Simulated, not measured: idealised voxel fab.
The process module that follows is named voxel tone inversion.
cross-section cut | 165 nm wide | cells 5 nm
Think of the cross-section as a grid of square cells. We describe it in bands, top to bottom, and each band covers one or more rows of those cells. Heads up on the band format: heights come first, top then bottom, in nm. After that it's the materials left to right, each with its width in nm. A single material flagged "full width" fills the whole band edge to edge, and "air" means there's empty space there. It should be noted that heights are counted from 0, beneath which the wafer as supplied is of one material throughout, and that the lowest band possesses no lower boundary but continues downward, as written in "0 down". Think of "30..40" as a width that walks from the first number to the second as you go down the band, top row to bottom row, taking equal-sized steps from row to row. Where the words "same as before" appear for a step, the cross-section shows no cell changed by that step; every cell remained as before. Heads up: "Voids lacking openings" only lists the empty pockets with no open path to the top that are 8 cells or more, and it writes them as width x height at distance, distance from the left edge, in nm. Where a step's line continues beyond its settings, the continuation is a remark by the simulator itself on that step. You can add "overlay nm" to a step's line. For a step with a mask, it describes how far the mask lay to the right of its planned position, and a negative number describes a lay to the left.
[Planned process steps]
| 1 | RECEIVE (material Si) |
| 2 | CONFORMAL_DEP (material SiCN; thk nm 5) |
| 3 | DIRECTIONAL_DEP (material polySi; thk nm 15) |
| 4 | PATTERN (tone cover; mask id POSTS; material resist; width nm 15; pitch nm 40; thk nm 20; overlay nm 0) |
| 5 | DIRECTIONAL_ETCH (etch materials polySi; depth nm 15) |
| 6 | STRIP (etch materials resist) |
| 7 | FILL_DEP (material SiO2; thk nm 5) |
| 8 | CMP (height nm 20) |
| 9 | STRIP (etch materials polySi) |
[As-received state of the wafer in cross-section, equivalent to post-step 1]
    0 down  Si full width
    Voids lacking openings: none
[Cross-sectional view of the first of the two wafers upon completion of the module, processed in accordance with the plan]
    20 to 5  SiO2=55, then air=15, then SiO2=25, then air=15, then SiO2=55
    5 to 0  SiCN full width
    0 down  Si full width
    Voids lacking openings: none
[Cross-section of the latter of the two wafers at module completion. It had an identical start and an identical plan to the former; in running it, one mistake was made]
    20 to 15  SiO2 full width
    15 to 0  SiO2=55, then polySi=15, then SiO2=25, then polySi=15, then SiO2=55
    0 down  Si full width
    Voids lacking openings: none
Which mistake was made when the wafer was run? not run: step 2 of the plan (skipped)
Wrapping up, a cell-based count of both wafers puts the second over or under the first for these materials: 33 fewer of SiCN, 33 more of SiO2, 18 more of polySi
